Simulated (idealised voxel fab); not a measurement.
process module | voxel capacitor over wiring
cross-section cut | 220 nm wide | cells 5 nm
A cross-section is a grid of square cells, given in bands from the top down. A band is one or more rows of cells.
Each band's line starts with the height of the band's top and of its bottom, in nm. Then come its materials from left to right, each with its width in nm. One material with "throughout" fills the band from edge to edge. "air" is empty space.
Height 0 is the level under which the wafer as received is all one material. The lowest band goes on downwards, as in "0 down".
A width such as "30 to 40" changes by the same amount from each row of cells to the next, from the band's top row to its bottom row.
"no change" after a step means that no cell of the cross-section changed.
closed voids: empty space of 8 cells or more with no open way to the top, each as width x height at its distance from the left edge, in nm
after a step's settings: what the simulator itself notes on the step
overlay nm, on a step with a mask: how far to the right of its planned place the mask lay; to the left if negative
plan
1 op RECEIVE | material Si
2 op CONFORMAL_DEP | material SiO2 | thk nm 10
3 op DIRECTIONAL_DEP | material TiN | thk nm 5
4 op DIRECTIONAL_DEP | material W | thk nm 20
5 op MASKED_ETCH | tone cover | mask id METAL_1 | width nm 30 | pitch nm 100 | etch materials W | depth nm 20 | overlay nm 0
6 op MASKED_ETCH | tone cover | mask id METAL_1 | width nm 30 | pitch nm 100 | etch materials TiN | depth nm 5 | overlay nm 0
7 op CONFORMAL_DEP | material SiN | thk nm 5
8 op FILL_DEP | material lowk | thk nm 10
9 op CMP | height nm 35
10 op CONFORMAL_DEP | material SiCN | thk nm 5
11 op DIRECTIONAL_DEP | material lowk | thk nm 15
12 op PATTERN | tone open | mask id PLUG_1 | material resist | width nm 15 | thk nm 15 | overlay nm 0
13 op DIRECTIONAL_ETCH | etch materials lowk | depth nm 15
14 op DIRECTIONAL_ETCH | etch materials SiCN | depth nm 5
15 op STRIP | etch materials resist
16 op EPI | material Ru | thk nm 10
17 op EPI | material Ru | thk nm 10
18 op DIRECTIONAL_DEP | material TiN | thk nm 10
19 op DIRECTIONAL_DEP | material Al2O3 | thk nm 5
20 op DIRECTIONAL_DEP | material TiN | thk nm 5
21 op MASKED_ETCH | tone cover | mask id UPPER_PLATE | width nm 75 | etch materials TiN | depth nm 5 | overlay nm 0
22 op MASKED_ETCH | tone cover | mask id UPPER_PLATE | width nm 75 | etch materials Al2O3 | depth nm 5 | overlay nm 0
23 op MASKED_ETCH | tone cover | mask id LOWER_PLATE | width nm 85 | etch materials TiN | depth nm 10 | overlay nm 0
24 op FILL_DEP | material SiO2 | thk nm 15
25 op CMP | height nm 85
26 op MASKED_ETCH | tone open | mask id PLUG_2 | width nm 15 | etch materials SiO2 | depth nm 5 | overlay nm 0
27 op CONFORMAL_DEP | material TiN | thk nm 5
28 op FILL_DEP | material W | thk nm 10
29 op CMP | height nm 85
30 op CONFORMAL_DEP | material SiN | thk nm 5
varied across the wafers: depth nm of step 26. The plan shows the first wafer's value. All wafers start alike
first wafer as received, after step 1
  0 down: Si throughout
  closed voids: none
each wafer at the end: cells of each material gained (+) or lost (-) since it was received, then its closed voids
depth nm 5 | +15 Al2O3 | +12 Ru | +41 SiCN | +92 SiN | +285 SiO2 | +64 TiN | +48 W | +235 lowk | closed voids: none
depth nm 10 | +15 Al2O3 | +12 Ru | +41 SiCN | +92 SiN | +282 SiO2 | +66 TiN | +49 W | +235 lowk | closed voids: none
depth nm 15 | +15 Al2O3 | +12 Ru | +41 SiCN | +92 SiN | +282 SiO2 | +66 TiN | +49 W | +235 lowk | closed voids: none
depth nm 20 | +15 Al2O3 | +12 Ru | +41 SiCN | +92 SiN | +282 SiO2 | +66 TiN | +49 W | +235 lowk | closed voids: none
depth nm 25 | +15 Al2O3 | +12 Ru | +41 SiCN | +92 SiN | +282 SiO2 | +66 TiN | +49 W | +235 lowk | closed voids: none
